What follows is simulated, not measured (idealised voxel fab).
Title: Process Module voxel trench capacitor
Section shown: cut. Width: 270 nm. Cell size: 5 nm, square.
We lay out every cross-section as a grid of square cells and spell it out in bands from the top down, where one band means one or more rows of cells. Look at the band entry: it leads with the top's height and the bottom's height in nm. Then it lists the materials left to right, with a width in nm for each. The word "edge to edge" on a single material says that material fills the band edge to edge. The word "blank" is empty space. Heights are expressed relative to 0, this being the level below which the as-received wafer comprises one material exclusively. The lowest band is unbounded in the downward direction and is denoted as in "z 0 and below". Width "30..40": first value at the band's top row of cells, second value at its bottom row, equal change from row to row. "no change" after a step means that no cell of the cross-section changed. Closed-off voids of 8+ cells (no open route to the top) go in "Encapsulated voids", written width x height at distance from the left edge, in nm. Whatever follows a step's settings on its line is a remark the simulator itself makes about that step. When a step includes a mask, the "overlay nm" setting on its line states how far to the right of its planned place that mask lay, and negative values state how far to the left.

BELOW IS THE LIST OF PLANNED PROCESS STEPS
1. RECEIVE [material Si]
2. CONFORMAL_DEP [material SiN] [thk nm 5]
3. MASKED_ETCH [tone open] [mask id TRENCH] [width nm 15] [pitch nm 40] [etch materials SiN] [depth nm 5] [overlay nm 0]
4. MASKED_ETCH [tone open] [mask id TRENCH] [width nm 15] [pitch nm 40] [etch materials Si] [depth nm 30] [overlay nm 0]
5. CONFORMAL_DEP [material Al2O3] [thk nm 5]
6. FILL_DEP [material polySi] [thk nm 10]
7. CMP [height nm 5]
Don't read the plan's thk nm for step 2 as applying to every wafer: that's the first wafer's value, and the wafers differ in it, though they all start identical.

THE FIRST OF SEVERAL WAFERS, AS RECEIVED AFTER STEP 1, SEEN IN SECTION
z 0 and below: Si edge to edge
Encapsulated voids: none

POST STEP 7, THE CLOSING STEP OF THE MODULE: FIRST OF SEVERAL WAFERS, CROSS-SECTIONED
z 5 to 0: SiN=85 | Al2O3=5 | polySi=5 | Al2O3=5 | SiN=25 | Al2O3=5 | polySi=5 | Al2O3=5 | SiN=25 | Al2O3=5 | polySi=5 | Al2O3=5 | SiN=90
z 0 to -25: Si=85 | Al2O3=5 | polySi=5 | Al2O3=5 | Si=25 | Al2O3=5 | polySi=5 | Al2O3=5 | Si=25 | Al2O3=5 | polySi=5 | Al2O3=5 | Si=90
z -25 to -30: Si=85 | Al2O3=15 | Si=25 | Al2O3=15 | Si=25 | Al2O3=15 | Si=90
z -30 and below: Si edge to edge
Encapsulated voids: none

LAST WAFER AT THE END
z 5 to 0: SiN edge to edge
z 0 and below: Si edge to edge
Encapsulated voids: none

EACH WAFER AT THE END: CELLS OF EACH MATERIAL GAINED (+) OR LOST (-) SINCE IT WAS RECEIVED, THEN ITS CLOSED VOIDS
thk nm 5 | +45 Al2O3 | -54 Si | +45 SiN | +18 polySi | Encapsulated voids: none
thk nm 10 | +54 SiN | Encapsulated voids: none
thk nm 15 | +54 SiN | Encapsulated voids: none
thk nm 20 | +54 SiN | Encapsulated voids: none
